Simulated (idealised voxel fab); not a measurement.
Process module, titled voxel transistor to metal
Cross-section cut spans 260 nm and uses square cells 5 nm in size.
Just so we're on the same page, the cross-sections are grids of square cells, and they're listed out in bands top to bottom, each band one or more rows deep.
A band entry consists of two parts. The first gives the height of the band's top and the height of its bottom, in nm. The rest lists the band's materials from left to right, each with its width in nm. A single material labelled with the word "throughout" fills the band from edge to edge, and the word "air" marks empty space.
The level at which height equals 0 is the one under which the wafer, as it arrives, is entirely one material. No lower edge exists for the bottom band, which continues downward and is notated as in "from 0 down".
Quick explanation for "30..40": the width changes in equal steps down the rows of cells, from the first number in the band's top row to the second number in its bottom row.
Basically "no modifications" means that step didn't change any cell in the cross-section.
The entry titled "Closed cavity list" provides the empty spaces that have no open way to the top, restricted to those of 8 cells or more. Each is presented as width x height at distance, the distance being measured from the left edge, with all three in nm.
Text after the settings on a step's line: the simulator's own remark on that step.
overlay nm: mask offset rightward from planned place, masked step; negative means leftward offset.
The remainder of this document consists of a sequence of paired cross-sections. Each pair presents the cross-section prior to one process step together with the cross-section following it, the latter being rendered only as deep as the lowest band that underwent change. The intervening step, together with its settings, is stated beneath each pair. Because the pairs may originate from different runs of this module on the same starting wafer, a given pair is to be read as continuing from the preceding pair only where its entry headed "Before processing" so indicates.

## Before processing
- from 35 to 25  SiO2 20, air 25, SiO2 45, air 25, SiO2 30, air 25, SiO2 45, air 25, SiO2 20
- from 25 to 15  SiO2 20, air 25, SiN 5, SiO2 5, SiCN 20, SiO2 5, SiN 5, SiO2 5, air 25, SiO2 30, air 25, SiN 5, SiO2 5, SiCN 20, SiO2 5, SiN 5, SiO2 5, air 25, SiO2 20
- from 15 to 10  SiO2 20, air 25, SiN 5, SiO2 5, polySi 20, SiO2 5, SiN 5, SiO2 5, air 25, SiO2 30, air 25, SiN 5, SiO2 5, polySi 20, SiO2 5, SiN 5, SiO2 5, air 25, SiO2 20
- from 10 to 0  SiO2 20, air 5, nSi 20, SiN 5, SiO2 5, polySi 20, SiO2 5, SiN 5, nSi 20, air 10, SiO2 30, air 5, nSi 20, SiN 5, SiO2 5, polySi 20, SiO2 5, SiN 5, nSi 20, air 10, SiO2 20
- from 0 to -5  SiO2 15, SiN 5, air 5, nSi 20, SiN 5, SiO2 5, polySi 20, SiO2 5, SiN 5, nSi 20, air 5, SiN 5, SiO2 25, SiN 5, air 5, nSi 20, SiN 5, SiO2 5, polySi 20, SiO2 5, SiN 5, nSi 20, air 5, SiN 5, SiO2 20
- from -5 to -10  SiO2 20, nSi 25, SiO2 40, nSi 25, SiO2 35, nSi 25, SiO2 40, nSi 25, SiO2 25
- from -10 to -25  SiO2 20, nSi 25, Si 40, nSi 25, SiO2 35, nSi 25, Si 40, nSi 25, SiO2 25
- from -25 to -35  SiO2 20, Si 90, SiO2 35, Si 90, SiO2 25
- from -35 down  Si throughout
- Closed cavity list: none

## Step Result
- from 40 to 35  TiN 25, air 15, TiN 55, air 15, TiN 40, air 15, TiN 55, air 15, TiN 25
- from 35 to 25  SiO2 20, TiN 5, air 15, TiN 5, SiO2 45, TiN 5, air 15, TiN 5, SiO2 30, TiN 5, air 15, TiN 5, SiO2 45, TiN 5, air 15, TiN 5, SiO2 20
- from 25 to 15  SiO2 20, TiN 5, air 15, TiN 5, SiN 5, SiO2 5, SiCN 20, SiO2 5, SiN 5, SiO2 5, TiN 5, air 15, TiN 5, SiO2 30, TiN 5, air 15, TiN 5, SiN 5, SiO2 5, SiCN 20, SiO2 5, SiN 5, SiO2 5, TiN 5, air 15, TiN 5, SiO2 20
- from 15 to 10  SiO2 20, TiN 25, SiN 5, SiO2 5, polySi 20, SiO2 5, SiN 5, SiO2 5, TiN 25, SiO2 30, TiN 25, SiN 5, SiO2 5, polySi 20, SiO2 5, SiN 5, SiO2 5, TiN 25, SiO2 20
- from 10 to 0  SiO2 20, TiN 5, nSi 20, SiN 5, SiO2 5, polySi 20, SiO2 5, SiN 5, nSi 20, TiN 10, SiO2 30, TiN 5, nSi 20, SiN 5, SiO2 5, polySi 20, SiO2 5, SiN 5, nSi 20, TiN 10, SiO2 20
- from 0 to -5  SiO2 15, SiN 5, TiN 5, nSi 20, SiN 5, SiO2 5, polySi 20, SiO2 5, SiN 5, nSi 20, TiN 5, SiN 5, SiO2 25, SiN 5, TiN 5, nSi 20, SiN 5, SiO2 5, polySi 20, SiO2 5, SiN 5, nSi 20, TiN 5, SiN 5, SiO2 20
- Rest of section, below -5: as before.
- Closed cavity list: none
Between before and after as drawn above: CONFORMAL_DEP with material TiN, thk nm 5

Before processing: Reference is made to the cross-section shown after the step in the pair directly above, which represents the state prior to this step.

## Step Result
- from 45 to 40  W throughout
- from 40 to 35  TiN 25, W 15, TiN 55, W 15, TiN 40, W 15, TiN 55, W 15, TiN 25
- from 35 to 25  SiO2 20, TiN 5, W 15, TiN 5, SiO2 45, TiN 5, W 15, TiN 5, SiO2 30, TiN 5, W 15, TiN 5, SiO2 45, TiN 5, W 15, TiN 5, SiO2 20
- from 25 to 15  SiO2 20, TiN 5, W 15, TiN 5, SiN 5, SiO2 5, SiCN 20, SiO2 5, SiN 5, SiO2 5, TiN 5, W 15, TiN 5, SiO2 30, TiN 5, W 15, TiN 5, SiN 5, SiO2 5, SiCN 20, SiO2 5, SiN 5, SiO2 5, TiN 5, W 15, TiN 5, SiO2 20
- Rest of section, below 15: as before.
- Closed cavity list: none
Between before and after as drawn above: FILL_DEP with material W, thk nm 5

Before processing: Reference is made to the cross-section shown after the step in the pair directly above, which represents the state prior to this step.

## Step Result
- from 35 to 25  SiO2 20, TiN 5, W 15, TiN 5, SiO2 45, TiN 5, W 15, TiN 5, SiO2 30, TiN 5, W 15, TiN 5, SiO2 45, TiN 5, W 15, TiN 5, SiO2 20
- Rest of section, below 25: as before.
- Closed cavity list: none
Between before and after as drawn above: CMP with height nm 35

Before processing: Reference is made to the cross-section shown after the step in the pair directly above, which represents the state prior to this step.

## Step Result
- from 40 to 35  TiN throughout
- Rest of section, below 35: as before.
- Closed cavity list: none
Between before and after as drawn above: DIRECTIONAL_DEP with material TiN, thk nm 5

Before processing: Reference is made to the cross-section shown after the step in the pair directly above, which represents the state prior to this step.

## Step Result
- from 65 to 40  W throughout
- Rest of section, below 40: as before.
- Closed cavity list: none
Between before and after as drawn above: DIRECTIONAL_DEP with material W, thk nm 25

Before processing: Reference is made to the cross-section shown after the step in the pair directly above, which represents the state prior to this step.

## Step Result
- from 65 to 40  air 20, W 20, air 50, W 20, air 35, W 20, air 50, W 20, air 25
- Rest of section, below 40: as before.
- Closed cavity list: none
Between before and after as drawn above: MASKED_ETCH with tone cover, mask id METAL_1, width nm 20, etch materials W, depth nm 25, overlay nm 0

Before processing: Reference is made to the cross-section shown after the step in the pair directly above, which represents the state prior to this step.

## Step Result
- from 65 to 40  air 20, W 20, air 50, W 20, air 35, W 20, air 50, W 20, air 25
- from 40 to 35  air 20, TiN 20, air 50, TiN 20, air 35, TiN 20, air 50, TiN 20, air 25
- Rest of section, below 35: as before.
- Closed cavity list: none
Between before and after as drawn above: MASKED_ETCH with tone cover, mask id METAL_1, width nm 20, etch materials TiN, depth nm 5, overlay nm 0

Before processing: Reference is made to the cross-section shown after the step in the pair directly above, which represents the state prior to this step.

## Step Result
- from 75 to 65  SiO2 throughout
- from 65 to 40  SiO2 20, W 20, SiO2 50, W 20, SiO2 35, W 20, SiO2 50, W 20, SiO2 25
- from 40 to 35  SiO2 20, TiN 20, SiO2 50, TiN 20, SiO2 35, TiN 20, SiO2 50, TiN 20, SiO2 25
- Rest of section, below 35: as before.
- Closed cavity list: none
Between before and after as drawn above: FILL_DEP with material SiO2, thk nm 10

Before processing: Reference is made to the cross-section shown after the step in the pair directly above, which represents the state prior to this step.

## Step Result
- from 65 to 40  SiO2 20, W 20, SiO2 50, W 20, SiO2 35, W 20, SiO2 50, W 20, SiO2 25
- Rest of section, below 40: as before.
- Closed cavity list: none
Between before and after as drawn above: CMP with height nm 65

Before processing: Reference is made to the cross-section shown after the step in the pair directly above, which represents the state prior to this step.

## Step Result
- from 70 to 65  SiCN throughout
- Rest of section, below 65: as before.
- Closed cavity list: none
Between before and after as drawn above: CONFORMAL_DEP with material SiCN, thk nm 5

## Before processing
- from 65 to 40  air 20, W 20, air 50, W 20, air 35, W 20, air 50, W 20, air 25
- from 40 to 35  TiN throughout
- from 35 to 25  SiO2 20, TiN 5, W 10, TiN 5, SiO2 50, TiN 5, W 10, TiN 5, SiO2 35, TiN 5, W 10, TiN 5, SiO2 50, TiN 5, W 10, TiN 5, SiO2 25
- from 25 to 15  SiO2 20, TiN 5, W 10, TiN 5, SiO2 5, SiN 5, SiO2 5, SiCN 20, SiO2 5, SiN 5, SiO2 5, TiN 5, W 10, TiN 5, SiO2 35, TiN 5, W 10, TiN 5, SiO2 5, SiN 5, SiO2 5, SiCN 20, SiO2 5, SiN 5, SiO2 5, TiN 5, W 10, TiN 5, SiO2 25
- from 15 to 10  SiO2 20, TiN 20, SiO2 5, SiN 5, SiO2 5, polySi 20, SiO2 5, SiN 5, SiO2 5, TiN 20, SiO2 35, TiN 20, SiO2 5, SiN 5, SiO2 5, polySi 20, SiO2 5, SiN 5, SiO2 5, TiN 20, SiO2 25
- from 10 to 0  SiO2 20, TiN 5, nSi 20, SiN 5, SiO2 5, polySi 20, SiO2 5, SiN 5, nSi 20, TiN 5, SiO2 35, TiN 5, nSi 20, SiN 5, SiO2 5, polySi 20, SiO2 5, SiN 5, nSi 20, TiN 5, SiO2 25
- from 0 to -5  SiO2 15, SiN 5, TiN 5, nSi 20, SiN 5, SiO2 5, polySi 20, SiO2 5, SiN 5, nSi 20, TiN 5, SiN 5, SiO2 25, SiN 5, TiN 5, nSi 20, SiN 5, SiO2 5, polySi 20, SiO2 5, SiN 5, nSi 20, TiN 5, SiN 5, SiO2 20
- from -5 to -10  SiO2 20, nSi 25, SiO2 40, nSi 25, SiO2 35, nSi 25, SiO2 40, nSi 25, SiO2 25
- from -10 to -25  SiO2 20, nSi 25, Si 40, nSi 25, SiO2 35, nSi 25, Si 40, nSi 25, SiO2 25
- from -25 to -35  SiO2 20, Si 90, SiO2 35, Si 90, SiO2 25
- from -35 down  Si throughout
- Closed cavity list: none

## Step Result
- from 65 to 40  air 20, W 20, air 50, W 20, air 35, W 20, air 50, W 20, air 25
- from 40 to 35  air 20, TiN 30, air 40, TiN 30, air 25, TiN 30, air 40, TiN 30, air 15
- Rest of section, below 35: as before.
- Closed cavity list: none
Between before and after as drawn above: MASKED_ETCH with tone cover, mask id METAL_1, width nm 20, etch materials TiN, depth nm 5, overlay nm 10

Before processing: Reference is made to the cross-section shown after the step in the pair directly above, which represents the state prior to this step.

## Step Result
- from 75 to 65  SiO2 throughout
- from 65 to 40  SiO2 20, W 20, SiO2 50, W 20, SiO2 35, W 20, SiO2 50, W 20, SiO2 25
- from 40 to 35  SiO2 20, TiN 30, SiO2 40, TiN 30, SiO2 25, TiN 30, SiO2 40, TiN 30, SiO2 15
- Rest of section, below 35: as before.
- Closed cavity list: none
Between before and after as drawn above: FILL_DEP with material SiO2, thk nm 10

Before processing: Reference is made to the cross-section shown after the step in the pair directly above, which represents the state prior to this step.

## Step Result
- from 65 to 40  SiO2 20, W 20, SiO2 50, W 20, SiO2 35, W 20, SiO2 50, W 20, SiO2 25
- Rest of section, below 40: as before.
- Closed cavity list: none
Between before and after as drawn above: CMP with height nm 65

Before processing: Reference is made to the cross-section shown after the step in the pair directly above, which represents the state prior to this step.

## Step Result
- from 70 to 65  SiCN throughout
- Rest of section, below 65: as before.
- Closed cavity list: none
Between before and after as drawn above: CONFORMAL_DEP with material SiCN, thk nm 5

## Before processing
- from 40 to 35  TiN 25, air 10, TiN 60, air 10, TiN 45, air 10, TiN 60, air 10, TiN 30
- from 35 to 25  SiO2 20, TiN 5, air 10, TiN 5, SiO2 50, TiN 5, air 10, TiN 5, SiO2 35, TiN 5, air 10, TiN 5, SiO2 50, TiN 5, air 10, TiN 5, SiO2 25
- from 25 to 15  SiO2 20, TiN 5, air 10, TiN 5, SiO2 5, SiN 5, SiO2 5, SiCN 20, SiO2 5, SiN 5, SiO2 5, TiN 5, air 10, TiN 5, SiO2 35, TiN 5, air 10, TiN 5, SiO2 5, SiN 5, SiO2 5, SiCN 20, SiO2 5, SiN 5, SiO2 5, TiN 5, air 10, TiN 5, SiO2 25
- from 15 to 10  SiO2 20, TiN 20, SiO2 5, SiN 5, SiO2 5, polySi 20, SiO2 5, SiN 5, SiO2 5, TiN 20, SiO2 35, TiN 20, SiO2 5, SiN 5, SiO2 5, polySi 20, SiO2 5, SiN 5, SiO2 5, TiN 20, SiO2 25
- from 10 to 0  SiO2 20, TiN 5, nSi 20, SiN 5, SiO2 5, polySi 20, SiO2 5, SiN 5, nSi 20, TiN 5, SiO2 35, TiN 5, nSi 20, SiN 5, SiO2 5, polySi 20, SiO2 5, SiN 5, nSi 20, TiN 5, SiO2 25
- from 0 to -5  SiO2 15, SiN 5, TiN 5, nSi 20, SiN 5, SiO2 5, polySi 20, SiO2 5, SiN 5, nSi 20, TiN 5, SiN 5, SiO2 25, SiN 5, TiN 5, nSi 20, SiN 5, SiO2 5, polySi 20, SiO2 5, SiN 5, nSi 20, TiN 5, SiN 5, SiO2 20
- from -5 to -10  SiO2 20, nSi 25, SiO2 40, nSi 25, SiO2 35, nSi 25, SiO2 40, nSi 25, SiO2 25
- from -10 to -25  SiO2 20, nSi 25, Si 40, nSi 25, SiO2 35, nSi 25, Si 40, nSi 25, SiO2 25
- from -25 to -35  SiO2 20, Si 90, SiO2 35, Si 90, SiO2 25
- from -35 down  Si throughout
- Closed cavity list: none

## Step Result
- from 45 to 40  SiN throughout
- from 40 to 35  TiN 25, SiN 10, TiN 60, SiN 10, TiN 45, SiN 10, TiN 60, SiN 10, TiN 30
- from 35 to 25  SiO2 20, TiN 5, SiN 10, TiN 5, SiO2 50, TiN 5, SiN 10, TiN 5, SiO2 35, TiN 5, SiN 10, TiN 5, SiO2 50, TiN 5, SiN 10, TiN 5, SiO2 25
- from 25 to 15  SiO2 20, TiN 5, SiN 10, TiN 5, SiO2 5, SiN 5, SiO2 5, SiCN 20, SiO2 5, SiN 5, SiO2 5, TiN 5, SiN 10, TiN 5, SiO2 35, TiN 5, SiN 10, TiN 5, SiO2 5, SiN 5, SiO2 5, SiCN 20, SiO2 5, SiN 5, SiO2 5, TiN 5, SiN 10, TiN 5, SiO2 25
- Rest of section, below 15: as before.
- Closed cavity list: none
Between before and after as drawn above: FILL_DEP with material SiN, thk nm 5

Before processing: Reference is made to the cross-section shown after the step in the pair directly above, which represents the state prior to this step.

## Step Result
- from 35 to 25  SiO2 20, TiN 5, SiN 10, TiN 5, SiO2 50, TiN 5, SiN 10, TiN 5, SiO2 35, TiN 5, SiN 10, TiN 5, SiO2 50, TiN 5, SiN 10, TiN 5, SiO2 25
- Rest of section, below 25: as before.
- Closed cavity list: none
Between before and after as drawn above: CMP with height nm 35

Before processing: Reference is made to the cross-section shown after the step in the pair directly above, which represents the state prior to this step.

## Step Result
- from 40 to 35  TiN throughout
- Rest of section, below 35: as before.
- Closed cavity list: none
Between before and after as drawn above: DIRECTIONAL_DEP with material TiN, thk nm 5

Before processing: Reference is made to the cross-section shown after the step in the pair directly above, which represents the state prior to this step.

## Step Result
- from 65 to 40  W throughout
- Rest of section, below 40: as before.
- Closed cavity list: none
Between before and after as drawn above: DIRECTIONAL_DEP with material W, thk nm 25

Before processing: Reference is made to the cross-section shown after the step in the pair directly above, which represents the state prior to this step.

## Step Result
- from 65 to 40  air 20, W 20, air 50, W 20, air 35, W 20, air 50, W 20, air 25
- Rest of section, below 40: as before.
- Closed cavity list: none
Between before and after as drawn above: MASKED_ETCH with tone cover, mask id METAL_1, width nm 20, etch materials W, depth nm 25, overlay nm 0

Before processing: Reference is made to the cross-section shown after the step in the pair directly above, which represents the state prior to this step.

## Step Result
- from 65 to 40  air 20, W 20, air 50, W 20, air 35, W 20, air 50, W 20, air 25
- from 40 to 35  air 20, TiN 20, air 50, TiN 20, air 35, TiN 20, air 50, TiN 20, air 25
- Rest of section, below 35: as before.
- Closed cavity list: none
Between before and after as drawn above: MASKED_ETCH with tone cover, mask id METAL_1, width nm 20, etch materials TiN, depth nm 5, overlay nm 0

Before processing: Reference is made to the cross-section shown after the step in the pair directly above, which represents the state prior to this step.

## Step Result
- from 75 to 65  SiO2 throughout
- from 65 to 40  SiO2 20, W 20, SiO2 50, W 20, SiO2 35, W 20, SiO2 50, W 20, SiO2 25
- from 40 to 35  SiO2 20, TiN 20, SiO2 50, TiN 20, SiO2 35, TiN 20, SiO2 50, TiN 20, SiO2 25
- Rest of section, below 35: as before.
- Closed cavity list: none
Between before and after as drawn above: FILL_DEP with material SiO2, thk nm 10

Before processing: Reference is made to the cross-section shown after the step in the pair directly above, which represents the state prior to this step.

## Step Result
- from 65 to 40  SiO2 20, W 20, SiO2 50, W 20, SiO2 35, W 20, SiO2 50, W 20, SiO2 25
- Rest of section, below 40: as before.
- Closed cavity list: none
Between before and after as drawn above: CMP with height nm 65

Before processing: Reference is made to the cross-section shown after the step in the pair directly above, which represents the state prior to this step.

## Step Result
- from 70 to 65  SiCN throughout
- Rest of section, below 65: as before.
- Closed cavity list: none
Between before and after as drawn above: CONFORMAL_DEP with material SiCN, thk nm 5

## Before processing
- from 45 to 40  aC 10, air 110, aC 15, air 110, aC 15
- from 40 to 30  aC throughout
- from 30 to 25  SiCN 10, aC 110, SiCN 15, aC 110, SiCN 15
- from 25 to 20  SiCN throughout
- from 20 to 15  polySi 10, SiCN 110, polySi 15, SiCN 110, polySi 15
- from 15 to 0  polySi throughout
- from 0 to -5  SiO2 10, polySi 110, SiO2 15, polySi 110, SiO2 15
- from -5 to -10  SiO2 throughout
- from -10 to -35  SiO2 20, Si 90, SiO2 35, Si 90, SiO2 25
- from -35 down  Si throughout
- Closed cavity list: none

## Step Result
- from 75 to 45  resist 55, air 20, resist 105, air 20, resist 60
- from 45 to 40  aC 10, resist 45, air 20, resist 45, aC 15, resist 45, air 20, resist 45, aC 15
- Rest of section, below 40: as before.
- Closed cavity list: none
Between before and after as drawn above: PATTERN with tone open, mask id GATE, material resist, width nm 20, pitch nm 125, thk nm 30, overlay nm 0

Before processing: Reference is made to the cross-section shown after the step in the pair directly above, which represents the state prior to this step.

## Step Result
- from 60 to 45  resist 55, air 20, resist 105, air 20, resist 60
- from 45 to 40  aC 10, resist 45, air 20, resist 45, aC 15, resist 45, air 20, resist 45, aC 15
- from 40 to 30  aC 55, air 20, aC 105, air 20, aC 60
- from 30 to 25  SiCN 10, aC 45, air 20, aC 45, SiCN 15, aC 45, air 20, aC 45, SiCN 15
- Rest of section, below 25: as before.
- Closed cavity list: none
Between before and after as drawn above: DIRECTIONAL_ETCH with etch materials aC, depth nm 15

Before processing: Reference is made to the cross-section shown after the step in the pair directly above, which represents the state prior to this step.

## Step Result
- from 45 to 40  aC 10, air 110, aC 15, air 110, aC 15
- Rest of section, below 40: as before.
- Closed cavity list: none
Between before and after as drawn above: STRIP with etch materials resist

Before processing: Reference is made to the cross-section shown after the step in the pair directly above, which represents the state prior to this step.

## Step Result
- from 45 to 40  aC 10, air 110, aC 15, air 110, aC 15
- from 40 to 30  aC 55, air 20, aC 105, air 20, aC 60
- from 30 to 25  SiCN 10, aC 45, air 20, aC 45, SiCN 15, aC 45, air 20, aC 45, SiCN 15
- from 25 to 20  SiCN 55, air 20, SiCN 105, air 20, SiCN 60
- from 20 to 15  polySi 10, SiCN 45, air 20, SiCN 45, polySi 15, SiCN 45, air 20, SiCN 45, polySi 15
- Rest of section, below 15: as before.
- Closed cavity list: none
Between before and after as drawn above: DIRECTIONAL_ETCH with etch materials SiCN, depth nm 20

Before processing: Reference is made to the cross-section shown after the step in the pair directly above, which represents the state prior to this step.

## Step Result
- from 45 to 40  aC 10, air 110, aC 15, air 110, aC 15
- from 40 to 30  aC 55, air 20, aC 105, air 20, aC 60
- from 30 to 25  SiCN 10, aC 45, air 20, aC 45, SiCN 15, aC 45, air 20, aC 45, SiCN 15
- from 25 to 20  SiCN 55, air 20, SiCN 105, air 20, SiCN 60
- from 20 to 15  polySi 10, SiCN 45, air 20, SiCN 45, polySi 15, SiCN 45, air 20, SiCN 45, polySi 15
- from 15 to 0  polySi 55, air 20, polySi 105, air 20, polySi 60
- from 0 to -5  SiO2 10, polySi 45, air 20, polySi 45, SiO2 15, polySi 45, air 20, polySi 45, SiO2 15
- Rest of section, below -5: as before.
- Closed cavity list: none
Between before and after as drawn above: DIRECTIONAL_ETCH with etch materials polySi, depth nm 30

Before processing: Reference is made to the cross-section shown after the step in the pair directly above, which represents the state prior to this step.

## Step Result
- from 30 to 20  SiCN 10..55, air 110..20, SiCN 15..105, air 110..20, SiCN 15..60
- Rest of section, below 20: as before.
- Closed cavity list: none
Between before and after as drawn above: STRIP with etch materials aC

Before processing: Reference is made to the cross-section shown after the step in the pair directly above, which represents the state prior to this step.

## Step Result
- from 35 to 30  SiO2 15, air 100, SiO2 25, air 100, SiO2 20
- from 30 to 20  SiCN 10..55, SiO2 50..5, air 10, SiO2 50..5, SiCN 15..105, SiO2 50..5, air 10, SiO2 50..5, SiCN 15..60
- from 20 to 15  polySi 10, SiCN 45, SiO2 5, air 10, SiO2 5, SiCN 45, polySi 15, SiCN 45, SiO2 5, air 10, SiO2 5, SiCN 45, polySi 15
- from 15 to 0  polySi 55, SiO2 5, air 10, SiO2 5, polySi 105, SiO2 5, air 10, SiO2 5, polySi 60
- from 0 to -5  SiO2 10, polySi 45, SiO2 20, polySi 45, SiO2 15, polySi 45, SiO2 20, polySi 45, SiO2 15
- Rest of section, below -5: as before.
- Closed cavity list: none
Between before and after as drawn above: CONFORMAL_DEP with material SiO2, thk nm 5

Before processing: Reference is made to the cross-section shown after the step in the pair directly above, which represents the state prior to this step.

## Step Result
- from 30 to 20  SiCN 10..55, SiO2 5, air 100..10, SiO2 5, SiCN 15..105, SiO2 5, air 100..10, SiO2 5, SiCN 15..60
- from 20 to 15  polySi 10, SiCN 45, SiO2 5, air 10, SiO2 5, SiCN 45, polySi 15, SiCN 45, SiO2 5, air 10, SiO2 5, SiCN 45, polySi 15
- from 15 to 0  polySi 55, SiO2 5, air 10, SiO2 5, polySi 105, SiO2 5, air 10, SiO2 5, polySi 60
- from 0 to -5  SiO2 10, polySi 45, SiO2 5, air 10, SiO2 5, polySi 45, SiO2 15, polySi 45, SiO2 5, air 10, SiO2 5, polySi 45, SiO2 15
- Rest of section, below -5: as before.
- Closed cavity list: none
Between before and after as drawn above: DIRECTIONAL_ETCH with etch materials SiO2, depth nm 5

Before processing: Reference is made to the cross-section shown after the step in the pair directly above, which represents the state prior to this step.

## Step Result
- from 35 to 30  SiN 20, air 90, SiN 35, air 90, SiN 25
- from 30 to 20  SiCN 10..55, SiO2 5, SiN 100..10, SiO2 5, SiCN 15..105, SiO2 5, SiN 100..10, SiO2 5, SiCN 15..60
- from 20 to 15  polySi 10, SiCN 45, SiO2 5, SiN 10, SiO2 5, SiCN 45, polySi 15, SiCN 45, SiO2 5, SiN 10, SiO2 5, SiCN 45, polySi 15
- from 15 to 0  polySi 55, SiO2 5, SiN 10, SiO2 5, polySi 105, SiO2 5, SiN 10, SiO2 5, polySi 60
- from 0 to -5  SiO2 10, polySi 45, SiO2 5, SiN 10, SiO2 5, polySi 45, SiO2 15, polySi 45, SiO2 5, SiN 10, SiO2 5, polySi 45, SiO2 15
- Rest of section, below -5: as before.
- Closed cavity list: none
Between before and after as drawn above: CONFORMAL_DEP with material SiN, thk nm 5

Before processing: Reference is made to the cross-section shown after the step in the pair directly above, which represents the state prior to this step.

## Step Result
- from 30 to 25  SiCN 10, SiO2 5, SiN 5, air 90, SiN 5, SiO2 5, SiCN 15, SiO2 5, SiN 5, air 90, SiN 5, SiO2 5, SiCN 15
- Rest of section, below 25: as before.
- Closed cavity list: none
Between before and after as drawn above: DIRECTIONAL_ETCH with etch materials SiN, depth nm 5

Before processing: Reference is made to the cross-section shown after the step in the pair directly above, which represents the state prior to this step.

## Step Result
- from 30 to 25  SiCN 10, air 5, SiN 5, air 90, SiN 5, air 5, SiCN 15, air 5, SiN 5, air 90, SiN 5, air 5, SiCN 15
- from 25 to 20  SiCN 55, air 5, SiN 10, air 5, SiCN 105, air 5, SiN 10, air 5, SiCN 60
- Rest of section, below 20: as before.
- Closed cavity list: none
Between before and after as drawn above: DIRECTIONAL_ETCH with etch materials SiO2, depth nm 5

Before processing: Reference is made to the cross-section shown after the step in the pair directly above, which represents the state prior to this step.

## Step Result
- from 40 to 30  SiO2 throughout
- from 30 to 25  SiCN 10, SiO2 5, SiN 5, SiO2 90, SiN 5, SiO2 5, SiCN 15, SiO2 5, SiN 5, SiO2 90, SiN 5, SiO2 5, SiCN 15
- from 25 to 20  SiCN 55, SiO2 5, SiN 10, SiO2 5, SiCN 105, SiO2 5, SiN 10, SiO2 5, SiCN 60
- Rest of section, below 20: as before.
- Closed cavity list: none
Between before and after as drawn above: FILL_DEP with material SiO2, thk nm 10

Before processing: Reference is made to the cross-section shown after the step in the pair directly above, which represents the state prior to this step.

## Step Result
- from 25 to 20  SiCN 55, SiO2 5, SiN 10, SiO2 5, SiCN 105, SiO2 5, SiN 10, SiO2 5, SiCN 60
- Rest of section, below 20: as before.
- Closed cavity list: none
Between before and after as drawn above: CMP with height nm 25

Before processing: Reference is made to the cross-section shown after the step in the pair directly above, which represents the state prior to this step.

## Step Result
- from 35 to 25  SiO2 throughout
- Rest of section, below 25: as before.
- Closed cavity list: none
Between before and after as drawn above: DIRECTIONAL_DEP with material SiO2, thk nm 10

Before processing: Reference is made to the cross-section shown after the step in the pair directly above, which represents the state prior to this step.

## Step Result
- from 45 to 35  aC throughout
- Rest of section, below 35: as before.
- Closed cavity list: none
Between before and after as drawn above: DIRECTIONAL_DEP with material aC, thk nm 10

Before processing: Reference is made to the cross-section shown after the step in the pair directly above, which represents the state prior to this step.

## Step Result
- from 75 to 45  resist 20, air 20, resist 50, air 20, resist 35, air 20, resist 50, air 20, resist 25
- Rest of section, below 45: as before.
- Closed cavity list: none
Between before and after as drawn above: PATTERN with tone open, mask id CONTACT, material resist, width nm 20, thk nm 30, overlay nm 0

Before processing: Reference is made to the cross-section shown after the step in the pair directly above, which represents the state prior to this step.

## Step Result
- from 65 to 45  resist 20, air 20, resist 50, air 20, resist 35, air 20, resist 50, air 20, resist 25
- from 45 to 35  aC 20, air 20, aC 50, air 20, aC 35, air 20, aC 50, air 20, aC 25
- Rest of section, below 35: as before.
- Closed cavity list: none
Between before and after as drawn above: DIRECTIONAL_ETCH with etch materials aC, depth nm 10

Before processing: Reference is made to the cross-section shown after the step in the pair directly above, which represents the state prior to this step.

## Step Result
- from 45 to 35  aC 20, air 20, aC 50, air 20, aC 35, air 20, aC 50, air 20, aC 25
- Rest of section, below 35: as before.
- Closed cavity list: none
Between before and after as drawn above: STRIP with etch materials resist

Before processing: Reference is made to the cross-section shown after the step in the pair directly above, which represents the state prior to this step.

## Step Result
- from 45 to 35  aC 20, air 20, aC 50, air 20, aC 35, air 20, aC 50, air 20, aC 25
- from 35 to 25  SiO2 20, air 20, SiO2 50, air 20, SiO2 35, air 20, SiO2 50, air 20, SiO2 25
- Rest of section, below 25: as before.
- Closed cavity list: none
Between before and after as drawn above: DIRECTIONAL_ETCH with etch materials SiO2, depth nm 40

Before processing: Reference is made to the cross-section shown after the step in the pair directly above, which represents the state prior to this step.

## Step Result
- from 35 to 25  SiO2 20, air 20, SiO2 50, air 20, SiO2 35, air 20, SiO2 50, air 20, SiO2 25
- Rest of section, below 25: as before.
- Closed cavity list: none
Between before and after as drawn above: STRIP with etch materials aC

Before processing: Reference is made to the cross-section shown after the step in the pair directly above, which represents the state prior to this step.

## Step Result
- from 40 to 35  TiN 25, air 10, TiN 60, air 10, TiN 45, air 10, TiN 60, air 10, TiN 30
- from 35 to 30  SiO2 20, TiN 5, air 10, TiN 5, SiO2 50, TiN 5, air 10, TiN 5, SiO2 35, TiN 5, air 10, TiN 5, SiO2 50, TiN 5, air 10, TiN 5, SiO2 25
- from 30 to 25  SiO2 20, TiN 20, SiO2 50, TiN 20, SiO2 35, TiN 20, SiO2 50, TiN 20, SiO2 25
- Rest of section, below 25: as before.
- Closed cavity list: none
Between before and after as drawn above: CONFORMAL_DEP with material TiN, thk nm 5

Before processing: Reference is made to the cross-section shown after the step in the pair directly above, which represents the state prior to this step.

## Step Result
- from 45 to 40  W throughout
- from 40 to 35  TiN 25, W 10, TiN 60, W 10, TiN 45, W 10, TiN 60, W 10, TiN 30
- from 35 to 30  SiO2 20, TiN 5, W 10, TiN 5, SiO2 50, TiN 5, W 10, TiN 5, SiO2 35, TiN 5, W 10, TiN 5, SiO2 50, TiN 5, W 10, TiN 5, SiO2 25
- Rest of section, below 30: as before.
- Closed cavity list: none
Between before and after as drawn above: FILL_DEP with material W, thk nm 5

Before processing: Reference is made to the cross-section shown after the step in the pair directly above, which represents the state prior to this step.

## Step Result
- from 35 to 30  SiO2 20, TiN 5, W 10, TiN 5, SiO2 50, TiN 5, W 10, TiN 5, SiO2 35, TiN 5, W 10, TiN 5, SiO2 50, TiN 5, W 10, TiN 5, SiO2 25
- Rest of section, below 30: as before.
- Closed cavity list: none
Between before and after as drawn above: CMP with height nm 35
